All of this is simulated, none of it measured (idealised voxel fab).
Name of the process module below: voxel quadruple lines
Each square cell in cross-section cut measures 5 nm, and the section as a whole is 175 nm wide.
The cross-sections in this document take the form of a grid made of square cells. They are written out as bands, in order from top to bottom. Each band consists of one or more rows of cells. For a band, the entry starts with two heights in nm, that of the top and then that of the bottom, and carries on with the band's materials in order from left to right, each alongside its width in nm; the word "throughout" beside a single material means it fills the band edge to edge, and "empty" means empty space. The level at which height equals 0 is the one under which the wafer, as it arrives, is entirely one material. No lower edge exists for the bottom band, which continues downward and is notated as in "0 down". A width given as "30 to 40" starts at the first number in the band's top row and ends at the second number in its bottom row, shifting by an equal amount at every step from row to row. Step marked "no alterations made"? Then no cell in the cross-section changed in it. "Tabulated closed voids": empty spaces of 8 cells or more with no open way to the top, each given as width x height at distance, distance from the left edge, all in nm. Formally, on a step line, whatever follows the settings is a remark that the simulator itself makes on the step. "overlay nm" answers the question of how far to the right of plan the mask lay on a step that has a mask, and when it is negative the answer is to the left.
[The planned process steps are enumerated hereunder]
step 1: RECEIVE with material Si
step 2: CONFORMAL_DEP with material SiO2, thk nm 5
step 3: DIRECTIONAL_DEP with material TiN, thk nm 15
step 4: DIRECTIONAL_DEP with material polySi, thk nm 15
step 5: DIRECTIONAL_DEP with material aC, thk nm 20
step 6: PATTERN with tone cover, mask id MANDREL, material resist, width nm 35, thk nm 30, overlay nm 0
step 7: DIRECTIONAL_ETCH with etch materials aC, depth nm 20
step 8: STRIP with etch materials resist
step 9: CONFORMAL_DEP with material SiO2, thk nm 15
step 10: DIRECTIONAL_ETCH with etch materials SiO2, depth nm 15
step 11: STRIP with etch materials aC
step 12: DIRECTIONAL_ETCH with etch materials polySi, depth nm 15
step 13: STRIP with etch materials SiO2
step 14: CONFORMAL_DEP with material SiCN, thk nm 10
step 15: DIRECTIONAL_ETCH with etch materials SiCN, depth nm 10
step 16: STRIP with etch materials polySi
step 17: DIRECTIONAL_ETCH with etch materials TiN, depth nm 15
step 18: STRIP with etch materials SiCN
step 19: FILL_DEP with material SiO2, thk nm 5
step 20: CMP with height nm 20
[Delivered wafer in cross-section: state after step 1]
> 0 down = Si throughout
> Tabulated closed voids: none
[Cross-section taken at module completion on the first of two wafers; processed per the plan]
> 20 to 5 = SiO2 (45), TiN (10), SiO2 (15), TiN (10), SiO2 (15), TiN (10), SiO2 (15), TiN (10), SiO2 (45)
> 5 to 0 = SiO2 throughout
> 0 down = Si throughout
> Tabulated closed voids: none
[Second wafer cross-section at end of module - shared start and plan with the first, one mistake in the run]
> 20 to 5 = polySi throughout
> 5 to 0 = SiO2 throughout
> 0 down = Si throughout
> Tabulated closed voids: none
Run error: steps 3 and 4: order swapped relative to plan
Final difference in cells, second wafer against first, listed per material as more or fewer: SiO2 -81, TiN -24, polySi +105
